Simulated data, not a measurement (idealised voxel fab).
Presented below is a process module, voxel self aligned contacts.
Xsec cut, 255 nm wide, square cell size 5 nm.
Cross-section spec: square-cell grid; bands listed top down; each band is one or more rows.
Heads up on the band format: heights come first, top then bottom, in nm. After that it's the materials left to right, each with its width in nm. A single material flagged "all across" fills the whole band edge to edge, and "air" means there's empty space there.
Ref level 0: as-received wafer is one material below here. Bottom band extends down with no lower bound ("0 down").
Per-row width for "30->40": begins at first number (top row of band), ends at second number (bottom row), increment between rows held constant.
Where a step carries "remains unaltered", the cross-section came out of it unchanged, cell for cell.
In the "Sealed void listing" entry, you get each enclosed empty space of 8 cells or more, one with no open way to the top, written width x height at distance, distance from the left edge, in nm.
Text after the settings on a step's line: the simulator's own remark on that step.
When a step includes a mask, the "overlay nm" setting on its line states how far to the right of its planned place that mask lay, and negative values state how far to the left.
Intended process steps:
1 RECEIVE (material Si)
2 CONFORMAL_DEP (material SiO2; thk nm 5)
3 DIRECTIONAL_DEP (material polySi; thk nm 30)
4 DIRECTIONAL_DEP (material SiN; thk nm 20)
5 MASKED_ETCH (tone cover; mask id GATE; width nm 35; pitch nm 80; etch materials SiN; depth nm 20; overlay nm 0)
6 MASKED_ETCH (tone cover; mask id GATE; width nm 25; pitch nm 80; etch materials polySi; depth nm 30; overlay nm 0)
7 CONFORMAL_DEP (material SiN; thk nm 10)
8 DIRECTIONAL_ETCH (etch materials SiN; depth nm 10)
9 FILL_DEP (material SiO2; thk nm 15)
10 CMP (height nm 65)
11 PATTERN (tone open; mask id CONTACT; material resist; width nm 65; thk nm 20; overlay nm 0)
12 DIRECTIONAL_ETCH (etch materials SiO2; depth nm 65)
13 STRIP (etch materials resist)
14 CONFORMAL_DEP (material TiN; thk nm 5)
15 FILL_DEP (material Ru; thk nm 5)
16 CMP (height nm 65)
17 CONFORMAL_DEP (material SiCN; thk nm 5)
For this document, wafers share an identical start and vary in the step 6 width nm; the plan quotes the first wafer's value.
After step 1, as received: first of several wafers, cross-section:
* 0 down | Si all across
* Sealed void listing: none
Tabulated below, wafer by wafer, are the end-of-module results: for each material, the number of cells gained (+) or lost (-) relative to the as-received state, followed by the closed voids:
width nm 25 | +44 Ru | +51 SiCN | +136 SiN | +362 SiO2 | +37 TiN | +84 polySi | Sealed void listing: none
width nm 30 | +44 Ru | +51 SiCN | +136 SiN | +362 SiO2 | +37 TiN | +84 polySi | Sealed void listing: none
width nm 35 | +44 Ru | +51 SiCN | +136 SiN | +362 SiO2 | +37 TiN | +84 polySi | Sealed void listing: none
width nm 40 | +37 Ru | +51 SiCN | +136 SiN | +357 SiO2 | +37 TiN | +96 polySi | Sealed void listing: none
width nm 45 | +30 Ru | +51 SiCN | +136 SiN | +352 SiO2 | +37 TiN | +108 polySi | Sealed void listing: none
width nm 50 | +23 Ru | +51 SiCN | +136 SiN | +347 SiO2 | +37 TiN | +120 polySi | Sealed void listing: none
